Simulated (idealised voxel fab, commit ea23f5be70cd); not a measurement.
This section sets out a process module, namely voxel transistor to metal.
The figure presents cross-section cut, which has a width of 185 nm and is divided into square cells with an edge length of 5 nm.
Cross-section layout: square cells on a grid; listed as bands, top to bottom; a band spans one or more cell rows.
It is stipulated that each band's entry specify, in nanometres, the height of the top of the band and then that of its bottom, followed by the materials of the band in left-to-right sequence, each together with its width in nanometres. A single material marked by the word "all across" is understood to fill the band from edge to edge; the word "air" is understood to denote empty space.
Heights are measured from 0, the level below which the as-received wafer is all one material; the lowest band has no bottom and continues downward, written as in "from 0 down".
Width spec "30->40" -> top row of cells at first value, bottom row at second value, equal per-row change in between.
Key: "all unchanged" - step with no changed cell in the cross-section.
Enclosed voids (no open way to top), threshold 8 cells or more, entry "Non-vented voids", notation width x height at distance, distance from left edge, nm.
The remark found on a step's line after its settings is issued by the simulator itself and pertains to that step.
The line of a step may include "overlay nm". On a step with a mask, this value is how far to the right of its planned place the mask lay. A negative value means the mask lay to the left.
# Steps planned for the process
1: op RECEIVE | material Si
2: op OXIDIZE | depth nm 5
3: op CONFORMAL_DEP | material SiN | thk nm 10
4: op DIRECTIONAL_DEP | material aC | thk nm 15
5: op PATTERN | tone cover | mask id ACTIVE | material resist | width nm 110 | thk nm 30 | overlay nm 0
6: op DIRECTIONAL_ETCH | etch materials aC | depth nm 15
7: op STRIP | etch materials resist
8: op DIRECTIONAL_ETCH | etch materials SiN | depth nm 10
9: op DIRECTIONAL_ETCH | etch materials SiO2 | depth nm 5
10: op DIRECTIONAL_ETCH | etch materials Si | depth nm 30
11: op STRIP | etch materials aC
12: op FILL_DEP | material SiO2 | thk nm 15
13: op CMP | height nm 10
14: op SELECTIVE_ETCH | etch materials SiO2 | depth nm 10
15: op STRIP | etch materials SiN
16: op SELECTIVE_ETCH | etch materials SiO2 | depth nm 5
17: op OXIDIZE | depth nm 5
18: op DIRECTIONAL_DEP | material polySi | thk nm 20
19: op DIRECTIONAL_DEP | material SiCN | thk nm 10
20: op MASKED_ETCH | tone cover | mask id GATE | width nm 30 | etch materials SiCN | depth nm 20 | overlay nm 0
21: op MASKED_ETCH | tone cover | mask id GATE | width nm 30 | etch materials polySi | depth nm 30 | overlay nm 0
22: op CONFORMAL_DEP | material SiO2 | thk nm 5
23: op DIRECTIONAL_ETCH | etch materials SiO2 | depth nm 5
24: op CONFORMAL_DEP | material SiN | thk nm 5
25: op DIRECTIONAL_ETCH | etch materials SiN | depth nm 5
26: op DIRECTIONAL_ETCH | etch materials SiO2 | depth nm 5
27: op DIRECTIONAL_ETCH | etch materials Si | depth nm 10
28: op EPI | material nSi | thk nm 15
29: op FILL_DEP | material SiO2 | thk nm 5
30: op CMP | height nm 15
31: op STRIP | etch materials polySi
32: op SELECTIVE_ETCH | etch materials SiO2 | depth nm 5
33: op CONFORMAL_DEP | material HfO2 | thk nm 5
34: op CONFORMAL_DEP | material TiN | thk nm 5
35: op FILL_DEP | material W | thk nm 10
36: op CMP | height nm 10
37: op DIRECTIONAL_DEP | material SiO2 | thk nm 10
38: op DIRECTIONAL_DEP | material aC | thk nm 10
39: op PATTERN | tone open | mask id CONTACT | material resist | width nm 15 | pitch nm 75 | thk nm 30 | overlay nm 0
40: op DIRECTIONAL_ETCH | etch materials aC | depth nm 10
41: op STRIP | etch materials resist
42: op DIRECTIONAL_ETCH | etch materials SiO2 | depth nm 25
43: op STRIP | etch materials aC
44: op CONFORMAL_DEP | material TiN | thk nm 5
45: op FILL_DEP | material Ru | thk nm 10
46: op CMP | height nm 20
47: op CONFORMAL_DEP | material SiN | thk nm 5
48: op DIRECTIONAL_DEP | material lowk | thk nm 25
49: op MASKED_ETCH | tone open | mask id METAL_1 | width nm 15 | pitch nm 75 | etch materials lowk | depth nm 25 | overlay nm 0
50: op MASKED_ETCH | tone open | mask id METAL_1 | width nm 15 | pitch nm 75 | etch materials SiN | depth nm 5 | overlay nm 0
51: op CONFORMAL_DEP | material TiN | thk nm 5
52: op FILL_DEP | material Ru | thk nm 10
53: op CMP | height nm 50
54: op EPI | material Ru | thk nm 5
55: op FILL_DEP | material SiCN | thk nm 5
56: op DIRECTIONAL_DEP | material lowk | thk nm 30
57: op PATTERN | tone open | mask id METAL_2 | material resist | width nm 15 | pitch nm 75 | thk nm 15 | overlay nm 0
58: op DIRECTIONAL_ETCH | etch materials lowk | depth nm 20
59: op STRIP | etch materials resist
60: op MASKED_ETCH | tone open | mask id METAL_2_HOLES | width nm 15 | pitch nm 75 | etch materials lowk | depth nm 10 | overlay nm 0
61: op MASKED_ETCH | tone open | mask id METAL_2_HOLES | width nm 15 | pitch nm 75 | etch materials SiCN | depth nm 5 | overlay nm 0
62: op CONFORMAL_DEP | material TiN | thk nm 5
63: op FILL_DEP | material Cu | thk nm 10
64: op CMP | height nm 90
65: op CONFORMAL_DEP | material SiN | thk nm 5
# So, the first of our two wafers, run just as we planned it
# Step 1 complete: cross-section of the wafer as received
	from 0 down  Si all across
	Non-vented voids: none
# The wafer in cross-section once step 2 is complete
	from 0 to -5  SiO2 all across
	below -5: unchanged
# The wafer in cross-section once step 3 is complete
	from 10 to 0  SiN all across
	below 0: unchanged
# The wafer in cross-section once step 4 is complete
	from 25 to 10  aC all across
	below 10: unchanged
# The wafer in cross-section once step 5 is complete
	from 55 to 25  air 35 / resist 110 / air 40
	below 25: unchanged
# The wafer in cross-section once step 6 is complete
	from 40 to 25  air 35 / resist 110 / air 40
	from 25 to 10  air 35 / aC 110 / air 40
	below 10: unchanged
# The wafer in cross-section once step 7 is complete
	from 25 to 10  air 35 / aC 110 / air 40
	below 10: unchanged
# The wafer in cross-section once step 8 is complete
	from 25 to 10  air 35 / aC 110 / air 40
	from 10 to 0  air 35 / SiN 110 / air 40
	below 0: unchanged
# The wafer in cross-section once step 9 is complete
	from 25 to 10  air 35 / aC 110 / air 40
	from 10 to 0  air 35 / SiN 110 / air 40
	from 0 to -5  air 35 / SiO2 110 / air 40
	below -5: unchanged
# The wafer in cross-section once step 10 is complete
	from 25 to 10  air 35 / aC 110 / air 40
	from 10 to 0  air 35 / SiN 110 / air 40
	from 0 to -5  air 35 / SiO2 110 / air 40
	from -5 to -35  air 35 / Si 110 / air 40
	below -35: unchanged
# The wafer in cross-section once step 11 is complete
	from 10 to 0  air 35 / SiN 110 / air 40
	below 0: unchanged
# The wafer in cross-section once step 12 is complete
	from 25 to 10  SiO2 all across
	from 10 to 0  SiO2 35 / SiN 110 / SiO2 40
	from 0 to -5  SiO2 all across
	from -5 to -35  SiO2 35 / Si 110 / SiO2 40
	below -35: unchanged
# The wafer in cross-section once step 13 is complete
	from 10 to 0  SiO2 35 / SiN 110 / SiO2 40
	below 0: unchanged
# The wafer in cross-section once step 14 is complete
	from 10 to 0  air 35 / SiN 110 / air 40
	below 0: unchanged
# The wafer in cross-section once step 15 is complete
	from 0 to -5  SiO2 all across
	below -5: unchanged
# The wafer in cross-section once step 16 is complete
	from -5 to -35  SiO2 35 / Si 110 / SiO2 40
	below -35: unchanged
# The wafer in cross-section once step 17 is complete
	from -5 to -10  SiO2 all across
	below -10: unchanged
# The wafer in cross-section once step 18 is complete
	from 15 to -5  polySi all across
	below -5: unchanged
# The wafer in cross-section once step 19 is complete
	from 25 to 15  SiCN all across
	below 15: unchanged
# The wafer in cross-section once step 20 is complete
	from 25 to 15  air 75 / SiCN 30 / air 80
	below 15: unchanged
# The wafer in cross-section once step 21 is complete
	from 25 to 15  air 75 / SiCN 30 / air 80
	from 15 to -5  air 75 / polySi 30 / air 80
	below -5: unchanged
# The wafer in cross-section once step 22 is complete
	from 30 to 25  air 70 / SiO2 40 / air 75
	from 25 to 15  air 70 / SiO2 5 / SiCN 30 / SiO2 5 / air 75
	from 15 to 0  air 70 / SiO2 5 / polySi 30 / SiO2 5 / air 75
	from 0 to -5  SiO2 75 / polySi 30 / SiO2 80
	below -5: unchanged
# The wafer in cross-section once step 23 is complete
	from 25 to 15  air 70 / SiO2 5 / SiCN 30 / SiO2 5 / air 75
	from 15 to -5  air 70 / SiO2 5 / polySi 30 / SiO2 5 / air 75
	below -5: unchanged
# The wafer in cross-section once step 24 is complete
	from 30 to 25  air 65 / SiN 50 / air 70
	from 25 to 15  air 65 / SiN 5 / SiO2 5 / SiCN 30 / SiO2 5 / SiN 5 / air 70
	from 15 to 0  air 65 / SiN 5 / SiO2 5 / polySi 30 / SiO2 5 / SiN 5 / air 70
	from 0 to -5  SiN 70 / SiO2 5 / polySi 30 / SiO2 5 / SiN 75
	below -5: unchanged
# The wafer in cross-section once step 25 is complete
	from 25 to 15  air 65 / SiN 5 / SiO2 5 / SiCN 30 / SiO2 5 / SiN 5 / air 70
	from 15 to -5  air 65 / SiN 5 / SiO2 5 / polySi 30 / SiO2 5 / SiN 5 / air 70
	below -5: unchanged
# The wafer in cross-section once step 26 is complete
	from 25 to 20  air 65 / SiN 5 / air 5 / SiCN 30 / air 5 / SiN 5 / air 70
	from 20 to 15  air 65 / SiN 5 / SiO2 5 / SiCN 30 / SiO2 5 / SiN 5 / air 70
	from 15 to -5  air 65 / SiN 5 / SiO2 5 / polySi 30 / SiO2 5 / SiN 5 / air 70
	from -5 to -10  air 65 / SiO2 50 / air 70
	below -10: unchanged
# The wafer in cross-section once step 27 is complete
	from 25 to 20  air 65 / SiN 5 / air 5 / SiCN 30 / air 5 / SiN 5 / air 70
	from 20 to 15  air 65 / SiN 5 / SiO2 5 / SiCN 30 / SiO2 5 / SiN 5 / air 70
	from 15 to -5  air 65 / SiN 5 / SiO2 5 / polySi 30 / SiO2 5 / SiN 5 / air 70
	from -5 to -10  air 65 / SiO2 50 / air 70
	from -10 to -20  SiO2 35 / air 30 / Si 50 / air 30 / SiO2 40
	below -20: unchanged
# The wafer in cross-section once step 28 is complete
	from 25 to 20  air 65 / SiN 5 / air 5 / SiCN 30 / air 5 / SiN 5 / air 70
	from 20 to 15  air 65 / SiN 5 / SiO2 5 / SiCN 30 / SiO2 5 / SiN 5 / air 70
	from 15 to 5  air 65 / SiN 5 / SiO2 5 / polySi 30 / SiO2 5 / SiN 5 / air 70
	from 5 to -5  air 50 / nSi 15 / SiN 5 / SiO2 5 / polySi 30 / SiO2 5 / SiN 5 / nSi 15 / air 55
	from -5 to -10  air 30 / nSi 35 / SiO2 50 / nSi 35 / air 35
	from -10 to -20  SiO2 35 / nSi 30 / Si 50 / nSi 30 / SiO2 40
	below -20: unchanged
# The wafer in cross-section once step 29 is complete
	from 30 to 25  SiO2 all across
	from 25 to 15  SiO2 65 / SiN 5 / SiO2 5 / SiCN 30 / SiO2 5 / SiN 5 / SiO2 70
	from 15 to 5  SiO2 65 / SiN 5 / SiO2 5 / polySi 30 / SiO2 5 / SiN 5 / SiO2 70
	from 5 to -5  SiO2 50 / nSi 15 / SiN 5 / SiO2 5 / polySi 30 / SiO2 5 / SiN 5 / nSi 15 / SiO2 55
	from -5 to -10  SiO2 30 / nSi 35 / SiO2 50 / nSi 35 / SiO2 35
	below -10: unchanged
# The wafer in cross-section once step 30 is complete
	from 15 to 5  SiO2 65 / SiN 5 / SiO2 5 / polySi 30 / SiO2 5 / SiN 5 / SiO2 70
	below 5: unchanged
# The wafer in cross-section once step 31 is complete
	from 15 to 5  SiO2 65 / SiN 5 / SiO2 5 / air 30 / SiO2 5 / SiN 5 / SiO2 70
	from 5 to -5  SiO2 50 / nSi 15 / SiN 5 / SiO2 5 / air 30 / SiO2 5 / SiN 5 / nSi 15 / SiO2 55
	below -5: unchanged
# The wafer in cross-section once step 32 is complete
	from 15 to 10  air 65 / SiN 5 / air 40 / SiN 5 / air 70
	from 10 to 5  SiO2 65 / SiN 5 / air 40 / SiN 5 / SiO2 70
	from 5 to -5  SiO2 50 / nSi 15 / SiN 5 / air 40 / SiN 5 / nSi 15 / SiO2 55
	from -5 to -10  SiO2 30 / nSi 35 / SiO2 5 / air 40 / SiO2 5 / nSi 35 / SiO2 35
	below -10: unchanged
# The wafer in cross-section once step 33 is complete
	from 20 to 15  air 60 / HfO2 15 / air 30 / HfO2 15 / air 65
	from 15 to 10  HfO2 65 / SiN 5 / HfO2 5 / air 30 / HfO2 5 / SiN 5 / HfO2 70
	from 10 to 5  SiO2 65 / SiN 5 / HfO2 5 / air 30 / HfO2 5 / SiN 5 / SiO2 70
	from 5 to -5  SiO2 50 / nSi 15 / SiN 5 / HfO2 5 / air 30 / HfO2 5 / SiN 5 / nSi 15 / SiO2 55
	from -5 to -10  SiO2 30 / nSi 35 / SiO2 5 / HfO2 40 / SiO2 5 / nSi 35 / SiO2 35
	below -10: unchanged
# The wafer in cross-section once step 34 is complete
	from 25 to 20  air 55 / TiN 25 / air 20 / TiN 25 / air 60
	from 20 to 15  TiN 60 / HfO2 15 / TiN 5 / air 20 / TiN 5 / HfO2 15 / TiN 65
	from 15 to 10  HfO2 65 / SiN 5 / HfO2 5 / TiN 5 / air 20 / TiN 5 / HfO2 5 / SiN 5 / HfO2 70
	from 10 to 5  SiO2 65 / SiN 5 / HfO2 5 / TiN 5 / air 20 / TiN 5 / HfO2 5 / SiN 5 / SiO2 70
	from 5 to 0  SiO2 50 / nSi 15 / SiN 5 / HfO2 5 / TiN 5 / air 20 / TiN 5 / HfO2 5 / SiN 5 / nSi 15 / SiO2 55
	from 0 to -5  SiO2 50 / nSi 15 / SiN 5 / HfO2 5 / TiN 30 / HfO2 5 / SiN 5 / nSi 15 / SiO2 55
	below -5: unchanged
# The wafer in cross-section once step 35 is complete
	from 35 to 25  W all across
	from 25 to 20  W 55 / TiN 25 / W 20 / TiN 25 / W 60
	from 20 to 15  TiN 60 / HfO2 15 / TiN 5 / W 20 / TiN 5 / HfO2 15 / TiN 65
	from 15 to 10  HfO2 65 / SiN 5 / HfO2 5 / TiN 5 / W 20 / TiN 5 / HfO2 5 / SiN 5 / HfO2 70
	from 10 to 5  SiO2 65 / SiN 5 / HfO2 5 / TiN 5 / W 20 / TiN 5 / HfO2 5 / SiN 5 / SiO2 70
	from 5 to 0  SiO2 50 / nSi 15 / SiN 5 / HfO2 5 / TiN 5 / W 20 / TiN 5 / HfO2 5 / SiN 5 / nSi 15 / SiO2 55
	below 0: unchanged
# The wafer in cross-section once step 36 is complete
	from 10 to 5  SiO2 65 / SiN 5 / HfO2 5 / TiN 5 / W 20 / TiN 5 / HfO2 5 / SiN 5 / SiO2 70
	below 5: unchanged
# The wafer in cross-section once step 37 is complete
	from 20 to 10  SiO2 all across
	below 10: unchanged
# The wafer in cross-section once step 38 is complete
	from 30 to 20  aC all across
	below 20: unchanged
# The wafer in cross-section once step 39 is complete
	from 60 to 30  resist 45 / air 15 / resist 60 / air 15 / resist 50
	below 30: unchanged
# The wafer in cross-section once step 40 is complete
	from 50 to 30  resist 45 / air 15 / resist 60 / air 15 / resist 50
	from 30 to 20  aC 45 / air 15 / aC 60 / air 15 / aC 50
	below 20: unchanged
# The wafer in cross-section once step 41 is complete
	from 30 to 20  aC 45 / air 15 / aC 60 / air 15 / aC 50
	below 20: unchanged
# The wafer in cross-section once step 42 is complete
	from 30 to 20  aC 45 / air 15 / aC 60 / air 15 / aC 50
	from 20 to 10  SiO2 45 / air 15 / SiO2 60 / air 15 / SiO2 50
	from 10 to 5  SiO2 45 / air 15 / SiO2 5 / SiN 5 / HfO2 5 / TiN 5 / W 20 / TiN 5 / HfO2 5 / SiN 5 / SiO2 5 / air 15 / SiO2 50
	from 5 to 0  SiO2 45 / air 5 / nSi 15 / SiN 5 / HfO2 5 / TiN 5 / W 20 / TiN 5 / HfO2 5 / SiN 5 / nSi 15 / air 5 / SiO2 50
	from 0 to -5  SiO2 45 / air 5 / nSi 15 / SiN 5 / HfO2 5 / TiN 30 / HfO2 5 / SiN 5 / nSi 15 / air 5 / SiO2 50
	below -5: unchanged
# The wafer in cross-section once step 43 is complete
	from 20 to 10  SiO2 45 / air 15 / SiO2 60 / air 15 / SiO2 50
	below 10: unchanged
# The wafer in cross-section once step 44 is complete
	from 25 to 20  TiN 50 / air 5 / TiN 70 / air 5 / TiN 55
	from 20 to 10  SiO2 45 / TiN 5 / air 5 / TiN 5 / SiO2 60 / TiN 5 / air 5 / TiN 5 / SiO2 50
	from 10 to 5  SiO2 45 / TiN 15 / SiO2 5 / SiN 5 / HfO2 5 / TiN 5 / W 20 / TiN 5 / HfO2 5 / SiN 5 / SiO2 5 / TiN 15 / SiO2 50
	from 5 to 0  SiO2 45 / TiN 5 / nSi 15 / SiN 5 / HfO2 5 / TiN 5 / W 20 / TiN 5 / HfO2 5 / SiN 5 / nSi 15 / TiN 5 / SiO2 50
	from 0 to -5  SiO2 45 / TiN 5 / nSi 15 / SiN 5 / HfO2 5 / TiN 30 / HfO2 5 / SiN 5 / nSi 15 / TiN 5 / SiO2 50
	below -5: unchanged
# The wafer in cross-section once step 45 is complete
	from 35 to 25  Ru all across
	from 25 to 20  TiN 50 / Ru 5 / TiN 70 / Ru 5 / TiN 55
	from 20 to 10  SiO2 45 / TiN 5 / Ru 5 / TiN 5 / SiO2 60 / TiN 5 / Ru 5 / TiN 5 / SiO2 50
	below 10: unchanged
# The wafer in cross-section once step 46 is complete
	from 20 to 10  SiO2 45 / TiN 5 / Ru 5 / TiN 5 / SiO2 60 / TiN 5 / Ru 5 / TiN 5 / SiO2 50
	below 10: unchanged
# The wafer in cross-section once step 47 is complete
	from 25 to 20  SiN all across
	below 20: unchanged
# The wafer in cross-section once step 48 is complete
	from 50 to 25  lowk all across
	below 25: unchanged
# The wafer in cross-section once step 49 is complete
	from 50 to 25  lowk 45 / air 15 / lowk 60 / air 15 / lowk 50
	below 25: unchanged
# The wafer in cross-section once step 50 is complete
	from 50 to 25  lowk 45 / air 15 / lowk 60 / air 15 / lowk 50
	from 25 to 20  SiN 45 / air 15 / SiN 60 / air 15 / SiN 50
	below 20: unchanged
# The wafer in cross-section once step 51 is complete
	from 55 to 50  TiN 50 / air 5 / TiN 70 / air 5 / TiN 55
	from 50 to 25  lowk 45 / TiN 5 / air 5 / TiN 5 / lowk 60 / TiN 5 / air 5 / TiN 5 / lowk 50
	from 25 to 20  SiN 45 / TiN 15 / SiN 60 / TiN 15 / SiN 50
	below 20: unchanged
# The wafer in cross-section once step 52 is complete
	from 65 to 55  Ru all across
	from 55 to 50  TiN 50 / Ru 5 / TiN 70 / Ru 5 / TiN 55
	from 50 to 25  lowk 45 / TiN 5 / Ru 5 / TiN 5 / lowk 60 / TiN 5 / Ru 5 / TiN 5 / lowk 50
	below 25: unchanged
# The wafer in cross-section once step 53 is complete
	from 50 to 25  lowk 45 / TiN 5 / Ru 5 / TiN 5 / lowk 60 / TiN 5 / Ru 5 / TiN 5 / lowk 50
	below 25: unchanged
# The wafer in cross-section once step 54 is complete
	from 55 to 50  air 40 / Ru 25 / air 50 / Ru 25 / air 45
	below 50: unchanged
# The wafer in cross-section once step 55 is complete
	from 60 to 55  SiCN all across
	from 55 to 50  SiCN 40 / Ru 25 / SiCN 50 / Ru 25 / SiCN 45
	below 50: unchanged
# The wafer in cross-section once step 56 is complete
	from 90 to 60  lowk all across
	below 60: unchanged
# The wafer in cross-section once step 57 is complete
	from 105 to 90  resist 45 / air 15 / resist 60 / air 15 / resist 50
	below 90: unchanged
# The wafer in cross-section once step 58 is complete
	from 105 to 90  resist 45 / air 15 / resist 60 / air 15 / resist 50
	from 90 to 70  lowk 45 / air 15 / lowk 60 / air 15 / lowk 50
	below 70: unchanged
# The wafer in cross-section once step 59 is complete
	from 90 to 70  lowk 45 / air 15 / lowk 60 / air 15 / lowk 50
	below 70: unchanged
# The wafer in cross-section once step 60 is complete
	from 90 to 60  lowk 45 / air 15 / lowk 60 / air 15 / lowk 50
	below 60: unchanged
# The wafer in cross-section once step 61 is complete
	from 90 to 60  lowk 45 / air 15 / lowk 60 / air 15 / lowk 50
	from 60 to 55  SiCN 45 / air 15 / SiCN 60 / air 15 / SiCN 50
	below 55: unchanged
# The wafer in cross-section once step 62 is complete
	from 95 to 90  TiN 50 / air 5 / TiN 70 / air 5 / TiN 55
	from 90 to 60  lowk 45 / TiN 5 / air 5 / TiN 5 / lowk 60 / TiN 5 / air 5 / TiN 5 / lowk 50
	from 60 to 55  SiCN 45 / TiN 15 / SiCN 60 / TiN 15 / SiCN 50
	below 55: unchanged
# The wafer in cross-section once step 63 is complete
	from 105 to 95  Cu all across
	from 95 to 90  TiN 50 / Cu 5 / TiN 70 / Cu 5 / TiN 55
	from 90 to 60  lowk 45 / TiN 5 / Cu 5 / TiN 5 / lowk 60 / TiN 5 / Cu 5 / TiN 5 / lowk 50
	below 60: unchanged
# The wafer in cross-section once step 64 is complete
	from 90 to 60  lowk 45 / TiN 5 / Cu 5 / TiN 5 / lowk 60 / TiN 5 / Cu 5 / TiN 5 / lowk 50
	below 60: unchanged
# The wafer in cross-section once step 65 is complete
	from 95 to 90  SiN all across
	below 90: unchanged
# Second of two: same start, same plan, one run error; steps up to and including 38 match the first
# X-section, second wafer, when step 39 was due to finish
	from 60 to 30  air 45 / resist 15 / air 60 / resist 15 / air 50
	below 30: unchanged
# X-section, second wafer, when step 40 was due to finish
	from 50 to 30  air 45 / resist 15 / air 60 / resist 15 / air 50
	from 30 to 20  air 45 / aC 15 / air 60 / aC 15 / air 50
	below 20: unchanged
# X-section, second wafer, when step 41 was due to finish
	from 30 to 20  air 45 / aC 15 / air 60 / aC 15 / air 50
	below 20: unchanged
# X-section, second wafer, when step 42 was due to finish
	from 30 to 20  air 45 / aC 15 / air 60 / aC 15 / air 50
	from 20 to 10  air 45 / SiO2 15 / air 60 / SiO2 15 / air 50
	from 10 to 5  air 45 / SiO2 15 / air 5 / SiN 5 / HfO2 5 / TiN 5 / W 20 / TiN 5 / HfO2 5 / SiN 5 / air 5 / SiO2 15 / air 50
	from 5 to 0  air 45 / SiO2 5 / nSi 15 / SiN 5 / HfO2 5 / TiN 5 / W 20 / TiN 5 / HfO2 5 / SiN 5 / nSi 15 / SiO2 5 / air 50
	from 0 to -5  air 45 / SiO2 5 / nSi 15 / SiN 5 / HfO2 5 / TiN 30 / HfO2 5 / SiN 5 / nSi 15 / SiO2 5 / air 50
	below -5: unchanged
# X-section, second wafer, when step 43 was due to finish
	from 20 to 10  air 45 / SiO2 15 / air 60 / SiO2 15 / air 50
	below 10: unchanged
# X-section, second wafer, when step 44 was due to finish
	from 25 to 20  air 40 / TiN 25 / air 50 / TiN 25 / air 45
	from 20 to 15  air 40 / TiN 5 / SiO2 15 / TiN 5 / air 50 / TiN 5 / SiO2 15 / TiN 5 / air 45
	from 15 to 10  air 40 / TiN 5 / SiO2 15 / TiN 60 / SiO2 15 / TiN 5 / air 45
	from 10 to 5  air 40 / TiN 5 / SiO2 15 / TiN 5 / SiN 5 / HfO2 5 / TiN 5 / W 20 / TiN 5 / HfO2 5 / SiN 5 / TiN 5 / SiO2 15 / TiN 5 / air 45
	from 5 to 0  air 40 / TiN 5 / SiO2 5 / nSi 15 / SiN 5 / HfO2 5 / TiN 5 / W 20 / TiN 5 / HfO2 5 / SiN 5 / nSi 15 / SiO2 5 / TiN 5 / air 45
	from 0 to -5  TiN 45 / SiO2 5 / nSi 15 / SiN 5 / HfO2 5 / TiN 30 / HfO2 5 / SiN 5 / nSi 15 / SiO2 5 / TiN 50
	below -5: unchanged
# X-section, second wafer, when step 45 was due to finish
	from 35 to 25  Ru all across
	from 25 to 20  Ru 40 / TiN 25 / Ru 50 / TiN 25 / Ru 45
	from 20 to 15  Ru 40 / TiN 5 / SiO2 15 / TiN 5 / Ru 50 / TiN 5 / SiO2 15 / TiN 5 / Ru 45
	from 15 to 10  Ru 40 / TiN 5 / SiO2 15 / TiN 60 / SiO2 15 / TiN 5 / Ru 45
	from 10 to 5  Ru 40 / TiN 5 / SiO2 15 / TiN 5 / SiN 5 / HfO2 5 / TiN 5 / W 20 / TiN 5 / HfO2 5 / SiN 5 / TiN 5 / SiO2 15 / TiN 5 / Ru 45
	from 5 to 0  Ru 40 / TiN 5 / SiO2 5 / nSi 15 / SiN 5 / HfO2 5 / TiN 5 / W 20 / TiN 5 / HfO2 5 / SiN 5 / nSi 15 / SiO2 5 / TiN 5 / Ru 45
	below 0: unchanged
# X-section, second wafer, when step 46 was due to finish
	from 20 to 15  Ru 40 / TiN 5 / SiO2 15 / TiN 5 / Ru 50 / TiN 5 / SiO2 15 / TiN 5 / Ru 45
	below 15: unchanged
# X-section, second wafer, when step 47 was due to finish
	from 25 to 20  SiN all across
	below 20: unchanged
# X-section, second wafer, when step 48 was due to finish
	from 50 to 25  lowk all across
	below 25: unchanged
# X-section, second wafer, when step 49 was due to finish
	from 50 to 25  lowk 45 / air 15 / lowk 60 / air 15 / lowk 50
	below 25: unchanged
# X-section, second wafer, when step 50 was due to finish
	from 50 to 25  lowk 45 / air 15 / lowk 60 / air 15 / lowk 50
	from 25 to 20  SiN 45 / air 15 / SiN 60 / air 15 / SiN 50
	below 20: unchanged
# X-section, second wafer, when step 51 was due to finish
	from 55 to 50  TiN 50 / air 5 / TiN 70 / air 5 / TiN 55
	from 50 to 25  lowk 45 / TiN 5 / air 5 / TiN 5 / lowk 60 / TiN 5 / air 5 / TiN 5 / lowk 50
	from 25 to 20  SiN 45 / TiN 15 / SiN 60 / TiN 15 / SiN 50
	below 20: unchanged
# X-section, second wafer, when step 52 was due to finish
	from 65 to 55  Ru all across
	from 55 to 50  TiN 50 / Ru 5 / TiN 70 / Ru 5 / TiN 55
	from 50 to 25  lowk 45 / TiN 5 / Ru 5 / TiN 5 / lowk 60 / TiN 5 / Ru 5 / TiN 5 / lowk 50
	below 25: unchanged
# X-section, second wafer, when step 53 was due to finish
	from 50 to 25  lowk 45 / TiN 5 / Ru 5 / TiN 5 / lowk 60 / TiN 5 / Ru 5 / TiN 5 / lowk 50
	below 25: unchanged
# X-section, second wafer, when step 54 was due to finish
	from 55 to 50  air 40 / Ru 25 / air 50 / Ru 25 / air 45
	below 50: unchanged
# X-section, second wafer, when step 55 was due to finish
	from 60 to 55  SiCN all across
	from 55 to 50  SiCN 40 / Ru 25 / SiCN 50 / Ru 25 / SiCN 45
	below 50: unchanged
# X-section, second wafer, when step 56 was due to finish
	from 90 to 60  lowk all across
	below 60: unchanged
# X-section, second wafer, when step 57 was due to finish
	from 105 to 90  resist 45 / air 15 / resist 60 / air 15 / resist 50
	below 90: unchanged
# X-section, second wafer, when step 58 was due to finish
	from 105 to 90  resist 45 / air 15 / resist 60 / air 15 / resist 50
	from 90 to 70  lowk 45 / air 15 / lowk 60 / air 15 / lowk 50
	below 70: unchanged
# X-section, second wafer, when step 59 was due to finish
	from 90 to 70  lowk 45 / air 15 / lowk 60 / air 15 / lowk 50
	below 70: unchanged
# X-section, second wafer, when step 60 was due to finish
	from 90 to 60  lowk 45 / air 15 / lowk 60 / air 15 / lowk 50
	below 60: unchanged
# X-section, second wafer, when step 61 was due to finish
	from 90 to 60  lowk 45 / air 15 / lowk 60 / air 15 / lowk 50
	from 60 to 55  SiCN 45 / air 15 / SiCN 60 / air 15 / SiCN 50
	below 55: unchanged
# X-section, second wafer, when step 62 was due to finish
	from 95 to 90  TiN 50 / air 5 / TiN 70 / air 5 / TiN 55
	from 90 to 60  lowk 45 / TiN 5 / air 5 / TiN 5 / lowk 60 / TiN 5 / air 5 / TiN 5 / lowk 50
	from 60 to 55  SiCN 45 / TiN 15 / SiCN 60 / TiN 15 / SiCN 50
	below 55: unchanged
# X-section, second wafer, when step 63 was due to finish
	from 105 to 95  Cu all across
	from 95 to 90  TiN 50 / Cu 5 / TiN 70 / Cu 5 / TiN 55
	from 90 to 60  lowk 45 / TiN 5 / Cu 5 / TiN 5 / lowk 60 / TiN 5 / Cu 5 / TiN 5 / lowk 50
	below 60: unchanged
# X-section, second wafer, when step 64 was due to finish
	from 90 to 60  lowk 45 / TiN 5 / Cu 5 / TiN 5 / lowk 60 / TiN 5 / Cu 5 / TiN 5 / lowk 50
	below 60: unchanged
# X-section, second wafer, when step 65 was due to finish
	from 95 to 90  SiN all across
	below 90: unchanged
In executing the process, a mistake was made relative to the plan: step 39 did not happen as planned, as run it was op PATTERN | tone cover | mask id CONTACT | material resist | width nm 15 | pitch nm 75 | thk nm 30 | overlay nm 0
Bottom line after processing is that, in cells, the second wafer is up or down on some materials versus the first: +74 Ru, -99 SiO2, +25 TiN
